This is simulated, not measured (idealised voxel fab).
The name of this process module is voxel local oxidation.
Each square cell in cross-section cut measures 5 nm, and the section as a whole is 180 nm wide.
Cross-section spec: square-cell grid; bands listed top down; each band is one or more rows.
The band entry comprises the height of the band's top followed by the height of its bottom, expressed in nm, and subsequently the band's materials from left to right, each stated together with its width in nm. Where a single material is marked with the word "edge to edge", that material fills the band from edge to edge. The word "empty" represents empty space.
Beneath 0, the wafer as received is one material, and that level is where height counting begins. The lowest band goes on downward without a bottom; it is written like "top 0, no bottom".
Note: "30 to 40" means the width goes from the first number (top row of the band) to the second number (bottom row) in equal steps per row of cells.
When a step is marked "left unchanged", none of the cells in the cross-section changed during that step.
"Entrapped voids": empty spaces of 8 cells or more with no open way to the top, each given as width x height at distance, distance from the left edge, all in nm.
Post-settings text on a step line: simulator's own remark regarding the step.
Steps that use a mask can have "overlay nm" on their line. It says how far the mask sat to the right of where it was meant to be. Negative means to the left.

**Planned process steps**
- 1: RECEIVE (material Si)
- 2: OXIDIZE (depth nm 5)
- 3: CONFORMAL_DEP (material SiN; thk nm 15)
- 4: PATTERN (tone cover; mask id ACTIVE; material resist; width nm 130; thk nm 20; overlay nm -10)
- 5: DIRECTIONAL_ETCH (etch materials SiN; depth nm 15)
- 6: STRIP (etch materials resist)
- 7: SELECTIVE_ETCH (etch materials SiO2; depth nm 5)
- 8: OXIDIZE (depth nm 15)
- 9: STRIP (etch materials SiN)
Where the wafers of this document differ is in the overlay nm of step 4; they start out the same, and the plan states the value that applied to the first wafer.

**First wafer of several, as received: cross-section after step 1**
top 0, no bottom  Si edge to edge
Entrapped voids: none

**Here is the cross-section of the first of several wafers at the end of the module, after its last step, step 9**
top 0, bottom -5  20 empty, 120 SiO2, 40 empty
top -5, bottom -20  35 SiO2, 90 Si, 55 SiO2
top -20, no bottom  Si edge to edge
Entrapped voids: none

**Last-wafer cross-section at the end of the module**
top 0, bottom -5  40 empty, 120 SiO2, 20 empty
top -5, bottom -20  55 SiO2, 90 Si, 35 SiO2
top -20, no bottom  Si edge to edge
Entrapped voids: none

**Row per wafer, end-of-module: cell gain (+)/loss (-) by material since the wafer came in, then closed voids**
overlay nm -10 | -90 Si | +78 SiO2 | Entrapped voids: none
overlay nm -5 | -90 Si | +78 SiO2 | Entrapped voids: none
overlay nm 0 | -90 Si | +78 SiO2 | Entrapped voids: none
overlay nm 5 | -90 Si | +78 SiO2 | Entrapped voids: none
overlay nm 10 | -90 Si | +78 SiO2 | Entrapped voids: none
